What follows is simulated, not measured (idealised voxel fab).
Process module name: voxel wiring stack
In the cross-section labelled cut, the width is 230 nm and each square cell is 5 nm.
Square cells in a grid make up a cross-section in this document, and the grid is given as bands, listed from the top down, each one or more rows of cells. Band entry format. Leading values: height of top, height of bottom, nm. Remainder: materials in left-to-right order, each with its width in nm. Special words: "edge to edge" on a single material, which then fills the band edge to edge; "blank", empty space. Measure heights from 0. That's the level where, below it, the as-received wafer is all one material. The lowest band is bottomless and extends downward; write it as in "z 0 and below". Read "30..40" as a graded width: first number on top, second number at the bottom, same change between each pair of neighbouring rows. "nothing different", as given for a step, is the statement that not any cell of the cross-section underwent a change during that step. "Fully closed voids" lists enclosed empty spaces (at least 8 cells, no open path upward to the top), each as width x height at distance from the left edge, in nm. Where a step's line continues beyond its settings, the continuation is a remark by the simulator itself on that step. A step line may carry the setting "overlay nm", which, for steps involving a mask, states the distance by which the mask lay to the right of its intended position; negative values denote displacement to the left. Reading guide: pairs of cross-sections, before and after one process step; after view cut off at lowest changed band; step and settings listed under each pair. Pairs may stem from different runs of this module on the same starting wafer; continuity with the pair above only where the "before" entry states it.

before
	z 40 to 35  Cu edge to edge
	z 35 to 30  TiN: 35, then Cu: 20, then TiN: 25, then Cu: 20, then TiN: 25, then Cu: 20, then TiN: 25, then Cu: 20, then TiN: 40
	z 30 to 5  lowk: 30, then TiN: 5, then Cu: 20, then TiN: 5, then lowk: 15, then TiN: 5, then Cu: 20, then TiN: 5, then lowk: 15, then TiN: 5, then Cu: 20, then TiN: 5, then lowk: 15, then TiN: 5, then Cu: 20, then TiN: 5, then lowk: 35
	z 5 to 0  SiCN: 30, then TiN: 30, then SiCN: 15, then TiN: 30, then SiCN: 15, then TiN: 30, then SiCN: 15, then TiN: 30, then SiCN: 35
	z 0 and below  Si edge to edge
	Fully closed voids: none

Resulting Cross-Section
	z 45 to 40  SiCN edge to edge
	Anything lower than 40 is untouched.
	Fully closed voids: none
Here is the step that sits between the two cross-sections above: CONFORMAL_DEP (material SiCN; thk nm 5)

before: after-step cross-section of the pair just above applies.

Resulting Cross-Section
	z 75 to 45  SiO2 edge to edge
	Anything lower than 45 is untouched.
	Fully closed voids: none
Here is the step that sits between the two cross-sections above: DIRECTIONAL_DEP (material SiO2; thk nm 30)

before: after-step cross-section of the pair just above applies.

Resulting Cross-Section
	z 75 to 55  SiO2: 30, then blank: 30, then SiO2: 15, then blank: 30, then SiO2: 15, then blank: 30, then SiO2: 15, then blank: 30, then SiO2: 35
	Anything lower than 55 is untouched.
	Fully closed voids: none
Here is the step that sits between the two cross-sections above: MASKED_ETCH (tone open; mask id METAL_2; width nm 30; pitch nm 45; etch materials SiO2; depth nm 20; overlay nm 0)

before: after-step cross-section of the pair just above applies.

Resulting Cross-Section
	z 90 to 75  aC: 30, then blank: 30, then aC: 15, then blank: 30, then aC: 15, then blank: 30, then aC: 15, then blank: 30, then aC: 35
	z 75 to 70  SiO2: 30, then blank: 30, then SiO2: 15, then blank: 30, then SiO2: 15, then blank: 30, then SiO2: 15, then blank: 30, then SiO2: 35
	z 70 to 55  SiO2: 30, then aC: 30, then SiO2: 15, then aC: 30, then SiO2: 15, then aC: 30, then SiO2: 15, then aC: 30, then SiO2: 35
	Anything lower than 55 is untouched.
	Fully closed voids: none
Here is the step that sits between the two cross-sections above: DIRECTIONAL_DEP (material aC; thk nm 15)

before: after-step cross-section of the pair just above applies.

Resulting Cross-Section
	z 120 to 90  resist: 30, then blank: 15, then resist: 30, then blank: 15, then resist: 30, then blank: 15, then resist: 30, then blank: 15, then resist: 50
	z 90 to 75  aC: 30, then blank: 15, then resist: 15, then aC: 15, then blank: 15, then resist: 15, then aC: 15, then blank: 15, then resist: 15, then aC: 15, then blank: 15, then resist: 15, then aC: 35
	z 75 to 70  SiO2: 30, then blank: 15, then resist: 15, then SiO2: 15, then blank: 15, then resist: 15, then SiO2: 15, then blank: 15, then resist: 15, then SiO2: 15, then blank: 15, then resist: 15, then SiO2: 35
	Anything lower than 70 is untouched.
	Fully closed voids: none
Here is the step that sits between the two cross-sections above: PATTERN (tone open; mask id METAL_2_HOLES; material resist; width nm 15; pitch nm 45; thk nm 30; overlay nm 0)

before: after-step cross-section of the pair just above applies.

Resulting Cross-Section
	z 105 to 90  resist: 30, then blank: 15, then resist: 30, then blank: 15, then resist: 30, then blank: 15, then resist: 30, then blank: 15, then resist: 50
	z 90 to 75  aC: 30, then blank: 15, then resist: 15, then aC: 15, then blank: 15, then resist: 15, then aC: 15, then blank: 15, then resist: 15, then aC: 15, then blank: 15, then resist: 15, then aC: 35
	z 75 to 70  SiO2: 30, then blank: 15, then resist: 15, then SiO2: 15, then blank: 15, then resist: 15, then SiO2: 15, then blank: 15, then resist: 15, then SiO2: 15, then blank: 15, then resist: 15, then SiO2: 35
	z 70 to 55  SiO2: 30, then blank: 15, then aC: 15, then SiO2: 15, then blank: 15, then aC: 15, then SiO2: 15, then blank: 15, then aC: 15, then SiO2: 15, then blank: 15, then aC: 15, then SiO2: 35
	Anything lower than 55 is untouched.
	Fully closed voids: none
Here is the step that sits between the two cross-sections above: DIRECTIONAL_ETCH (etch materials aC; depth nm 15)

before: after-step cross-section of the pair just above applies.

Resulting Cross-Section
	z 90 to 75  aC: 30, then blank: 30, then aC: 15, then blank: 30, then aC: 15, then blank: 30, then aC: 15, then blank: 30, then aC: 35
	z 75 to 70  SiO2: 30, then blank: 30, then SiO2: 15, then blank: 30, then SiO2: 15, then blank: 30, then SiO2: 15, then blank: 30, then SiO2: 35
	Anything lower than 70 is untouched.
	Fully closed voids: none
Here is the step that sits between the two cross-sections above: STRIP (etch materials resist)

before: after-step cross-section of the pair just above applies.

Resulting Cross-Section
	z 90 to 75  aC: 30, then blank: 30, then aC: 15, then blank: 30, then aC: 15, then blank: 30, then aC: 15, then blank: 30, then aC: 35
	z 75 to 70  SiO2: 30, then blank: 30, then SiO2: 15, then blank: 30, then SiO2: 15, then blank: 30, then SiO2: 15, then blank: 30, then SiO2: 35
	z 70 to 55  SiO2: 30, then blank: 15, then aC: 15, then SiO2: 15, then blank: 15, then aC: 15, then SiO2: 15, then blank: 15, then aC: 15, then SiO2: 15, then blank: 15, then aC: 15, then SiO2: 35
	z 55 to 45  SiO2: 30, then blank: 15, then SiO2: 30, then blank: 15, then SiO2: 30, then blank: 15, then SiO2: 30, then blank: 15, then SiO2: 50
	Anything lower than 45 is untouched.
	Fully closed voids: none
Here is the step that sits between the two cross-sections above: DIRECTIONAL_ETCH (etch materials SiO2; depth nm 10)

before: after-step cross-section of the pair just above applies.

Resulting Cross-Section
	z 90 to 75  aC: 30, then blank: 30, then aC: 15, then blank: 30, then aC: 15, then blank: 30, then aC: 15, then blank: 30, then aC: 35
	z 75 to 70  SiO2: 30, then blank: 30, then SiO2: 15, then blank: 30, then SiO2: 15, then blank: 30, then SiO2: 15, then blank: 30, then SiO2: 35
	z 70 to 55  SiO2: 30, then blank: 15, then aC: 15, then SiO2: 15, then blank: 15, then aC: 15, then SiO2: 15, then blank: 15, then aC: 15, then SiO2: 15, then blank: 15, then aC: 15, then SiO2: 35
	z 55 to 45  SiO2: 30, then blank: 15, then SiO2: 30, then blank: 15, then SiO2: 30, then blank: 15, then SiO2: 30, then blank: 15, then SiO2: 50
	z 45 to 40  SiCN: 30, then blank: 15, then SiCN: 30, then blank: 15, then SiCN: 30, then blank: 15, then SiCN: 30, then blank: 15, then SiCN: 50
	Anything lower than 40 is untouched.
	Fully closed voids: none
Here is the step that sits between the two cross-sections above: DIRECTIONAL_ETCH (etch materials SiCN; depth nm 5)

before: after-step cross-section of the pair just above applies.

Resulting Cross-Section
	z 75 to 55  SiO2: 30, then blank: 30, then SiO2: 15, then blank: 30, then SiO2: 15, then blank: 30, then SiO2: 15, then blank: 30, then SiO2: 35
	Anything lower than 55 is untouched.
	Fully closed voids: none
Here is the step that sits between the two cross-sections above: STRIP (etch materials aC)

before: after-step cross-section of the pair just above applies.

Resulting Cross-Section
	z 80 to 75  TiN: 35, then blank: 20, then TiN: 25, then blank: 20, then TiN: 25, then blank: 20, then TiN: 25, then blank: 20, then TiN: 40
	z 75 to 60  SiO2: 30, then TiN: 5, then blank: 20, then TiN: 5, then SiO2: 15, then TiN: 5, then blank: 20, then TiN: 5, then SiO2: 15, then TiN: 5, then blank: 20, then TiN: 5, then SiO2: 15, then TiN: 5, then blank: 20, then TiN: 5, then SiO2: 35
	z 60 to 55  SiO2: 30, then TiN: 5, then blank: 5, then TiN: 20, then SiO2: 15, then TiN: 5, then blank: 5, then TiN: 20, then SiO2: 15, then TiN: 5, then blank: 5, then TiN: 20, then SiO2: 15, then TiN: 5, then blank: 5, then TiN: 20, then SiO2: 35
	z 55 to 45  SiO2: 30, then TiN: 5, then blank: 5, then TiN: 5, then SiO2: 30, then TiN: 5, then blank: 5, then TiN: 5, then SiO2: 30, then TiN: 5, then blank: 5, then TiN: 5, then SiO2: 30, then TiN: 5, then blank: 5, then TiN: 5, then SiO2: 50
	z 45 to 40  SiCN: 30, then TiN: 15, then SiCN: 30, then TiN: 15, then SiCN: 30, then TiN: 15, then SiCN: 30, then TiN: 15, then SiCN: 50
	Anything lower than 40 is untouched.
	Fully closed voids: none
Here is the step that sits between the two cross-sections above: CONFORMAL_DEP (material TiN; thk nm 5)

before: after-step cross-section of the pair just above applies.

Resulting Cross-Section
	z 90 to 80  Cu edge to edge
	z 80 to 75  TiN: 35, then Cu: 20, then TiN: 25, then Cu: 20, then TiN: 25, then Cu: 20, then TiN: 25, then Cu: 20, then TiN: 40
	z 75 to 60  SiO2: 30, then TiN: 5, then Cu: 20, then TiN: 5, then SiO2: 15, then TiN: 5, then Cu: 20, then TiN: 5, then SiO2: 15, then TiN: 5, then Cu: 20, then TiN: 5, then SiO2: 15, then TiN: 5, then Cu: 20, then TiN: 5, then SiO2: 35
	z 60 to 55  SiO2: 30, then TiN: 5, then Cu: 5, then TiN: 20, then SiO2: 15, then TiN: 5, then Cu: 5, then TiN: 20, then SiO2: 15, then TiN: 5, then Cu: 5, then TiN: 20, then SiO2: 15, then TiN: 5, then Cu: 5, then TiN: 20, then SiO2: 35
	z 55 to 45  SiO2: 30, then TiN: 5, then Cu: 5, then TiN: 5, then SiO2: 30, then TiN: 5, then Cu: 5, then TiN: 5, then SiO2: 30, then TiN: 5, then Cu: 5, then TiN: 5, then SiO2: 30, then TiN: 5, then Cu: 5, then TiN: 5, then SiO2: 50
	Anything lower than 45 is untouched.
	Fully closed voids: none
Here is the step that sits between the two cross-sections above: FILL_DEP (material Cu; thk nm 10)

before: after-step cross-section of the pair just above applies.

Resulting Cross-Section
	z 75 to 60  SiO2: 30, then TiN: 5, then Cu: 20, then TiN: 5, then SiO2: 15, then TiN: 5, then Cu: 20, then TiN: 5, then SiO2: 15, then TiN: 5, then Cu: 20, then TiN: 5, then SiO2: 15, then TiN: 5, then Cu: 20, then TiN: 5, then SiO2: 35
	Anything lower than 60 is untouched.
	Fully closed voids: none
Here is the step that sits between the two cross-sections above: CMP (height nm 75)

before: after-step cross-section of the pair just above applies.

Resulting Cross-Section
	z 80 to 75  SiCN edge to edge
	Anything lower than 75 is untouched.
	Fully closed voids: none
Here is the step that sits between the two cross-sections above: CONFORMAL_DEP (material SiCN; thk nm 5)

before: after-step cross-section of the pair just above applies.

Resulting Cross-Section
	z 110 to 80  lowk edge to edge
	Anything lower than 80 is untouched.
	Fully closed voids: none
Here is the step that sits between the two cross-sections above: DIRECTIONAL_DEP (material lowk; thk nm 30)

before: after-step cross-section of the pair just above applies.

Resulting Cross-Section
	z 110 to 90  lowk: 30, then blank: 30, then lowk: 15, then blank: 30, then lowk: 15, then blank: 30, then lowk: 15, then blank: 30, then lowk: 35
	Anything lower than 90 is untouched.
	Fully closed voids: none
Here is the step that sits between the two cross-sections above: MASKED_ETCH (tone open; mask id METAL_3; width nm 30; pitch nm 45; etch materials lowk; depth nm 20; overlay nm 0)

before: after-step cross-section of the pair just above applies.

Resulting Cross-Section
	z 125 to 110  aC: 30, then blank: 30, then aC: 15, then blank: 30, then aC: 15, then blank: 30, then aC: 15, then blank: 30, then aC: 35
	z 110 to 105  lowk: 30, then blank: 30, then lowk: 15, then blank: 30, then lowk: 15, then blank: 30, then lowk: 15, then blank: 30, then lowk: 35
	z 105 to 90  lowk: 30, then aC: 30, then lowk: 15, then aC: 30, then lowk: 15, then aC: 30, then lowk: 15, then aC: 30, then lowk: 35
	Anything lower than 90 is untouched.
	Fully closed voids: none
Here is the step that sits between the two cross-sections above: DIRECTIONAL_DEP (material aC; thk nm 15)

before: after-step cross-section of the pair just above applies.

Resulting Cross-Section
	z 155 to 125  resist: 30, then blank: 15, then resist: 30, then blank: 15, then resist: 30, then blank: 15, then resist: 30, then blank: 15, then resist: 50
	z 125 to 110  aC: 30, then blank: 15, then resist: 15, then aC: 15, then blank: 15, then resist: 15, then aC: 15, then blank: 15, then resist: 15, then aC: 15, then blank: 15, then resist: 15, then aC: 35
	z 110 to 105  lowk: 30, then blank: 15, then resist: 15, then lowk: 15, then blank: 15, then resist: 15, then lowk: 15, then blank: 15, then resist: 15, then lowk: 15, then blank: 15, then resist: 15, then lowk: 35
	Anything lower than 105 is untouched.
	Fully closed voids: none
Here is the step that sits between the two cross-sections above: PATTERN (tone open; mask id METAL_3_HOLES; material resist; width nm 15; pitch nm 45; thk nm 30; overlay nm 0)

before: after-step cross-section of the pair just above applies.

Resulting Cross-Section
	z 140 to 125  resist: 30, then blank: 15, then resist: 30, then blank: 15, then resist: 30, then blank: 15, then resist: 30, then blank: 15, then resist: 50
	z 125 to 110  aC: 30, then blank: 15, then resist: 15, then aC: 15, then blank: 15, then resist: 15, then aC: 15, then blank: 15, then resist: 15, then aC: 15, then blank: 15, then resist: 15, then aC: 35
	z 110 to 105  lowk: 30, then blank: 15, then resist: 15, then lowk: 15, then blank: 15, then resist: 15, then lowk: 15, then blank: 15, then resist: 15, then lowk: 15, then blank: 15, then resist: 15, then lowk: 35
	z 105 to 90  lowk: 30, then blank: 15, then aC: 15, then lowk: 15, then blank: 15, then aC: 15, then lowk: 15, then blank: 15, then aC: 15, then lowk: 15, then blank: 15, then aC: 15, then lowk: 35
	Anything lower than 90 is untouched.
	Fully closed voids: none
Here is the step that sits between the two cross-sections above: DIRECTIONAL_ETCH (etch materials aC; depth nm 15)

before: after-step cross-section of the pair just above applies.

Resulting Cross-Section
	z 125 to 110  aC: 30, then blank: 30, then aC: 15, then blank: 30, then aC: 15, then blank: 30, then aC: 15, then blank: 30, then aC: 35
	z 110 to 105  lowk: 30, then blank: 30, then lowk: 15, then blank: 30, then lowk: 15, then blank: 30, then lowk: 15, then blank: 30, then lowk: 35
	Anything lower than 105 is untouched.
	Fully closed voids: none
Here is the step that sits between the two cross-sections above: STRIP (etch materials resist)

before: after-step cross-section of the pair just above applies.

Resulting Cross-Section
	z 125 to 110  aC: 30, then blank: 30, then aC: 15, then blank: 30, then aC: 15, then blank: 30, then aC: 15, then blank: 30, then aC: 35
	z 110 to 105  lowk: 30, then blank: 30, then lowk: 15, then blank: 30, then lowk: 15, then blank: 30, then lowk: 15, then blank: 30, then lowk: 35
	z 105 to 90  lowk: 30, then blank: 15, then aC: 15, then lowk: 15, then blank: 15, then aC: 15, then lowk: 15, then blank: 15, then aC: 15, then lowk: 15, then blank: 15, then aC: 15, then lowk: 35
	z 90 to 80  lowk: 30, then blank: 15, then lowk: 30, then blank: 15, then lowk: 30, then blank: 15, then lowk: 30, then blank: 15, then lowk: 50
	Anything lower than 80 is untouched.
	Fully closed voids: none
Here is the step that sits between the two cross-sections above: DIRECTIONAL_ETCH (etch materials lowk; depth nm 10)

before: after-step cross-section of the pair just above applies.

Resulting Cross-Section
	z 125 to 110  aC: 30, then blank: 30, then aC: 15, then blank: 30, then aC: 15, then blank: 30, then aC: 15, then blank: 30, then aC: 35
	z 110 to 105  lowk: 30, then blank: 30, then lowk: 15, then blank: 30, then lowk: 15, then blank: 30, then lowk: 15, then blank: 30, then lowk: 35
	z 105 to 90  lowk: 30, then blank: 15, then aC: 15, then lowk: 15, then blank: 15, then aC: 15, then lowk: 15, then blank: 15, then aC: 15, then lowk: 15, then blank: 15, then aC: 15, then lowk: 35
	z 90 to 80  lowk: 30, then blank: 15, then lowk: 30, then blank: 15, then lowk: 30, then blank: 15, then lowk: 30, then blank: 15, then lowk: 50
	z 80 to 75  SiCN: 30, then blank: 15, then SiCN: 30, then blank: 15, then SiCN: 30, then blank: 15, then SiCN: 30, then blank: 15, then SiCN: 50
	Anything lower than 75 is untouched.
	Fully closed voids: none
Here is the step that sits between the two cross-sections above: DIRECTIONAL_ETCH (etch materials SiCN; depth nm 5)

before: after-step cross-section of the pair just above applies.

Resulting Cross-Section
	z 110 to 90  lowk: 30, then blank: 30, then lowk: 15, then blank: 30, then lowk: 15, then blank: 30, then lowk: 15, then blank: 30, then lowk: 35
	Anything lower than 90 is untouched.
	Fully closed voids: none
Here is the step that sits between the two cross-sections above: STRIP (etch materials aC)

before: after-step cross-section of the pair just above applies.

Resulting Cross-Section
	z 115 to 110  TiN: 35, then blank: 20, then TiN: 25, then blank: 20, then TiN: 25, then blank: 20, then TiN: 25, then blank: 20, then TiN: 40
	z 110 to 95  lowk: 30, then TiN: 5, then blank: 20, then TiN: 5, then lowk: 15, then TiN: 5, then blank: 20, then TiN: 5, then lowk: 15, then TiN: 5, then blank: 20, then TiN: 5, then lowk: 15, then TiN: 5, then blank: 20, then TiN: 5, then lowk: 35
	z 95 to 90  lowk: 30, then TiN: 5, then blank: 5, then TiN: 20, then lowk: 15, then TiN: 5, then blank: 5, then TiN: 20, then lowk: 15, then TiN: 5, then blank: 5, then TiN: 20, then lowk: 15, then TiN: 5, then blank: 5, then TiN: 20, then lowk: 35
	z 90 to 80  lowk: 30, then TiN: 5, then blank: 5, then TiN: 5, then lowk: 30, then TiN: 5, then blank: 5, then TiN: 5, then lowk: 30, then TiN: 5, then blank: 5, then TiN: 5, then lowk: 30, then TiN: 5, then blank: 5, then TiN: 5, then lowk: 50
	z 80 to 75  SiCN: 30, then TiN: 15, then SiCN: 30, then TiN: 15, then SiCN: 30, then TiN: 15, then SiCN: 30, then TiN: 15, then SiCN: 50
	Anything lower than 75 is untouched.
	Fully closed voids: none
Here is the step that sits between the two cross-sections above: CONFORMAL_DEP (material TiN; thk nm 5)

before: after-step cross-section of the pair just above applies.

Resulting Cross-Section
	z 120 to 115  Ru edge to edge
	z 115 to 110  TiN: 35, then Ru: 20, then TiN: 25, then Ru: 20, then TiN: 25, then Ru: 20, then TiN: 25, then Ru: 20, then TiN: 40
	z 110 to 95  lowk: 30, then TiN: 5, then Ru: 20, then TiN: 5, then lowk: 15, then TiN: 5, then Ru: 20, then TiN: 5, then lowk: 15, then TiN: 5, then Ru: 20, then TiN: 5, then lowk: 15, then TiN: 5, then Ru: 20, then TiN: 5, then lowk: 35
	z 95 to 90  lowk: 30, then TiN: 5, then Ru: 5, then TiN: 20, then lowk: 15, then TiN: 5, then Ru: 5, then TiN: 20, then lowk: 15, then TiN: 5, then Ru: 5, then TiN: 20, then lowk: 15, then TiN: 5, then Ru: 5, then TiN: 20, then lowk: 35
	z 90 to 80  lowk: 30, then TiN: 5, then Ru: 5, then TiN: 5, then lowk: 30, then TiN: 5, then Ru: 5, then TiN: 5, then lowk: 30, then TiN: 5, then Ru: 5, then TiN: 5, then lowk: 30, then TiN: 5, then Ru: 5, then TiN: 5, then lowk: 50
	Anything lower than 80 is untouched.
	Fully closed voids: none
Here is the step that sits between the two cross-sections above: FILL_DEP (material Ru; thk nm 5)

before: after-step cross-section of the pair just above applies.

Resulting Cross-Section
	z 110 to 95  lowk: 30, then TiN: 5, then Ru: 20, then TiN: 5, then lowk: 15, then TiN: 5, then Ru: 20, then TiN: 5, then lowk: 15, then TiN: 5, then Ru: 20, then TiN: 5, then lowk: 15, then TiN: 5, then Ru: 20, then TiN: 5, then lowk: 35
	Anything lower than 95 is untouched.
	Fully closed voids: none
Here is the step that sits between the two cross-sections above: CMP (height nm 110)

before: after-step cross-section of the pair just above applies.

Resulting Cross-Section
	z 115 to 110  SiCN edge to edge
	Anything lower than 110 is untouched.
	Fully closed voids: none
Here is the step that sits between the two cross-sections above: CONFORMAL_DEP (material SiCN; thk nm 5)

before
	z 75 to 45  SiO2 edge to edge
	z 45 to 40  SiCN edge to edge
	z 40 to 15  lowk: 30, then TiN: 5, then Cu: 20, then TiN: 5, then lowk: 15, then TiN: 5, then Cu: 20, then TiN: 5, then lowk: 15, then TiN: 5, then Cu: 20, then TiN: 5, then lowk: 15, then TiN: 5, then Cu: 20, then TiN: 5, then lowk: 35
	z 15 to 10  SiCN: 30, then TiN: 30, then SiCN: 15, then TiN: 30, then SiCN: 15, then TiN: 30, then SiCN: 15, then TiN: 30, then SiCN: 35
	z 10 to 0  SiO2 edge to edge
	z 0 and below  Si edge to edge
	Fully closed voids: none

Resulting Cross-Section
	z 105 to 45  SiO2 edge to edge
	Anything lower than 45 is untouched.
	Fully closed voids: none
Here is the step that sits between the two cross-sections above: DIRECTIONAL_DEP (material SiO2; thk nm 30)

before: after-step cross-section of the pair just above applies.

Resulting Cross-Section
	z 105 to 85  SiO2: 30, then blank: 30, then SiO2: 15, then blank: 30, then SiO2: 15, then blank: 30, then SiO2: 15, then blank: 30, then SiO2: 35
	Anything lower than 85 is untouched.
	Fully closed voids: none
Here is the step that sits between the two cross-sections above: MASKED_ETCH (tone open; mask id METAL_2; width nm 30; pitch nm 45; etch materials SiO2; depth nm 20; overlay nm 0)

before: after-step cross-section of the pair just above applies.

Resulting Cross-Section
	z 120 to 105  aC: 30, then blank: 30, then aC: 15, then blank: 30, then aC: 15, then blank: 30, then aC: 15, then blank: 30, then aC: 35
	z 105 to 100  SiO2: 30, then blank: 30, then SiO2: 15, then blank: 30, then SiO2: 15, then blank: 30, then SiO2: 15, then blank: 30, then SiO2: 35
	z 100 to 85  SiO2: 30, then aC: 30, then SiO2: 15, then aC: 30, then SiO2: 15, then aC: 30, then SiO2: 15, then aC: 30, then SiO2: 35
	Anything lower than 85 is untouched.
	Fully closed voids: none
Here is the step that sits between the two cross-sections above: DIRECTIONAL_DEP (material aC; thk nm 15)

before: after-step cross-section of the pair just above applies.

Resulting Cross-Section
	z 150 to 120  resist: 30, then blank: 15, then resist: 30, then blank: 15, then resist: 30, then blank: 15, then resist: 30, then blank: 15, then resist: 50
	z 120 to 105  aC: 30, then blank: 15, then resist: 15, then aC: 15, then blank: 15, then resist: 15, then aC: 15, then blank: 15, then resist: 15, then aC: 15, then blank: 15, then resist: 15, then aC: 35
	z 105 to 100  SiO2: 30, then blank: 15, then resist: 15, then SiO2: 15, then blank: 15, then resist: 15, then SiO2: 15, then blank: 15, then resist: 15, then SiO2: 15, then blank: 15, then resist: 15, then SiO2: 35
	Anything lower than 100 is untouched.
	Fully closed voids: none
Here is the step that sits between the two cross-sections above: PATTERN (tone open; mask id METAL_2_HOLES; material resist; width nm 15; pitch nm 45; thk nm 30; overlay nm 0)

before: after-step cross-section of the pair just above applies.

Resulting Cross-Section
	z 135 to 120  resist: 30, then blank: 15, then resist: 30, then blank: 15, then resist: 30, then blank: 15, then resist: 30, then blank: 15, then resist: 50
	z 120 to 105  aC: 30, then blank: 15, then resist: 15, then aC: 15, then blank: 15, then resist: 15, then aC: 15, then blank: 15, then resist: 15, then aC: 15, then blank: 15, then resist: 15, then aC: 35
	z 105 to 100  SiO2: 30, then blank: 15, then resist: 15, then SiO2: 15, then blank: 15, then resist: 15, then SiO2: 15, then blank: 15, then resist: 15, then SiO2: 15, then blank: 15, then resist: 15, then SiO2: 35
	z 100 to 85  SiO2: 30, then blank: 15, then aC: 15, then SiO2: 15, then blank: 15, then aC: 15, then SiO2: 15, then blank: 15, then aC: 15, then SiO2: 15, then blank: 15, then aC: 15, then SiO2: 35
	Anything lower than 85 is untouched.
	Fully closed voids: none
Here is the step that sits between the two cross-sections above: DIRECTIONAL_ETCH (etch materials aC; depth nm 15)

before: after-step cross-section of the pair just above applies.

Resulting Cross-Section
	z 120 to 105  aC: 30, then blank: 30, then aC: 15, then blank: 30, then aC: 15, then blank: 30, then aC: 15, then blank: 30, then aC: 35
	z 105 to 100  SiO2: 30, then blank: 30, then SiO2: 15, then blank: 30, then SiO2: 15, then blank: 30, then SiO2: 15, then blank: 30, then SiO2: 35
	Anything lower than 100 is untouched.
	Fully closed voids: none
Here is the step that sits between the two cross-sections above: STRIP (etch materials resist)

before: after-step cross-section of the pair just above applies.

Resulting Cross-Section
	z 120 to 105  aC: 30, then blank: 30, then aC: 15, then blank: 30, then aC: 15, then blank: 30, then aC: 15, then blank: 30, then aC: 35
	z 105 to 100  SiO2: 30, then blank: 30, then SiO2: 15, then blank: 30, then SiO2: 15, then blank: 30, then SiO2: 15, then blank: 30, then SiO2: 35
	z 100 to 85  SiO2: 30, then blank: 15, then aC: 15, then SiO2: 15, then blank: 15, then aC: 15, then SiO2: 15, then blank: 15, then aC: 15, then SiO2: 15, then blank: 15, then aC: 15, then SiO2: 35
	z 85 to 75  SiO2: 30, then blank: 15, then SiO2: 30, then blank: 15, then SiO2: 30, then blank: 15, then SiO2: 30, then blank: 15, then SiO2: 50
	Anything lower than 75 is untouched.
	Fully closed voids: none
Here is the step that sits between the two cross-sections above: DIRECTIONAL_ETCH (etch materials SiO2; depth nm 10)

before: after-step cross-section of the pair just above applies.

Resulting Cross-Section
	z 105 to 85  SiO2: 30, then blank: 30, then SiO2: 15, then blank: 30, then SiO2: 15, then blank: 30, then SiO2: 15, then blank: 30, then SiO2: 35
	Anything lower than 85 is untouched.
	Fully closed voids: none
Here is the step that sits between the two cross-sections above: STRIP (etch materials aC)

before: after-step cross-section of the pair just above applies.

Resulting Cross-Section
	z 110 to 105  TiN: 35, then blank: 20, then TiN: 25, then blank: 20, then TiN: 25, then blank: 20, then TiN: 25, then blank: 20, then TiN: 40
	z 105 to 90  SiO2: 30, then TiN: 5, then blank: 20, then TiN: 5, then SiO2: 15, then TiN: 5, then blank: 20, then TiN: 5, then SiO2: 15, then TiN: 5, then blank: 20, then TiN: 5, then SiO2: 15, then TiN: 5, then blank: 20, then TiN: 5, then SiO2: 35
	z 90 to 80  SiO2: 30, then TiN: 5, then blank: 5, then TiN: 20..5, then SiO2: 15..30, then TiN: 5, then blank: 5, then TiN: 20..5, then SiO2: 15..30, then TiN: 5, then blank: 5, then TiN: 20..5, then SiO2: 15..30, then TiN: 5, then blank: 5, then TiN: 20..5, then SiO2: 35..50
	z 80 to 75  SiO2: 30, then TiN: 15, then SiO2: 30, then TiN: 15, then SiO2: 30, then TiN: 15, then SiO2: 30, then TiN: 15, then SiO2: 50
	Anything lower than 75 is untouched.
	Fully closed voids: none
Here is the step that sits between the two cross-sections above: CONFORMAL_DEP (material TiN; thk nm 5)

before: after-step cross-section of the pair just above applies.

Resulting Cross-Section
	z 120 to 110  Cu edge to edge
	z 110 to 105  TiN: 35, then Cu: 20, then TiN: 25, then Cu: 20, then TiN: 25, then Cu: 20, then TiN: 25, then Cu: 20, then TiN: 40
	z 105 to 90  SiO2: 30, then TiN: 5, then Cu: 20, then TiN: 5, then SiO2: 15, then TiN: 5, then Cu: 20, then TiN: 5, then SiO2: 15, then TiN: 5, then Cu: 20, then TiN: 5, then SiO2: 15, then TiN: 5, then Cu: 20, then TiN: 5, then SiO2: 35
	z 90 to 80  SiO2: 30, then TiN: 5, then Cu: 5, then TiN: 20..5, then SiO2: 15..30, then TiN: 5, then Cu: 5, then TiN: 20..5, then SiO2: 15..30, then TiN: 5, then Cu: 5, then TiN: 20..5, then SiO2: 15..30, then TiN: 5, then Cu: 5, then TiN: 20..5, then SiO2: 35..50
	Anything lower than 80 is untouched.
	Fully closed voids: none
Here is the step that sits between the two cross-sections above: FILL_DEP (material Cu; thk nm 10)

before: after-step cross-section of the pair just above applies.

Resulting Cross-Section
	z 75 to 45  SiO2 edge to edge
	Anything lower than 45 is untouched.
	Fully closed voids: none
Here is the step that sits between the two cross-sections above: CMP (height nm 75)

before: after-step cross-section of the pair just above applies.

Resulting Cross-Section
	z 80 to 75  SiCN edge to edge
	Anything lower than 75 is untouched.
	Fully closed voids: none
Here is the step that sits between the two cross-sections above: CONFORMAL_DEP (material SiCN; thk nm 5)

before: after-step cross-section of the pair just above applies.

Resulting Cross-Section
	z 110 to 80  lowk edge to edge
	Anything lower than 80 is untouched.
	Fully closed voids: none
Here is the step that sits between the two cross-sections above: DIRECTIONAL_DEP (material lowk; thk nm 30)

before: after-step cross-section of the pair just above applies.

Resulting Cross-Section
	z 110 to 90  lowk: 30, then blank: 30, then lowk: 15, then blank: 30, then lowk: 15, then blank: 30, then lowk: 15, then blank: 30, then lowk: 35
	Anything lower than 90 is untouched.
	Fully closed voids: none
Here is the step that sits between the two cross-sections above: MASKED_ETCH (tone open; mask id METAL_3; width nm 30; pitch nm 45; etch materials lowk; depth nm 20; overlay nm 0)

before: after-step cross-section of the pair just above applies.

Resulting Cross-Section
	z 125 to 110  aC: 30, then blank: 30, then aC: 15, then blank: 30, then aC: 15, then blank: 30, then aC: 15, then blank: 30, then aC: 35
	z 110 to 105  lowk: 30, then blank: 30, then lowk: 15, then blank: 30, then lowk: 15, then blank: 30, then lowk: 15, then blank: 30, then lowk: 35
	z 105 to 90  lowk: 30, then aC: 30, then lowk: 15, then aC: 30, then lowk: 15, then aC: 30, then lowk: 15, then aC: 30, then lowk: 35
	Anything lower than 90 is untouched.
	Fully closed voids: none
Here is the step that sits between the two cross-sections above: DIRECTIONAL_DEP (material aC; thk nm 15)
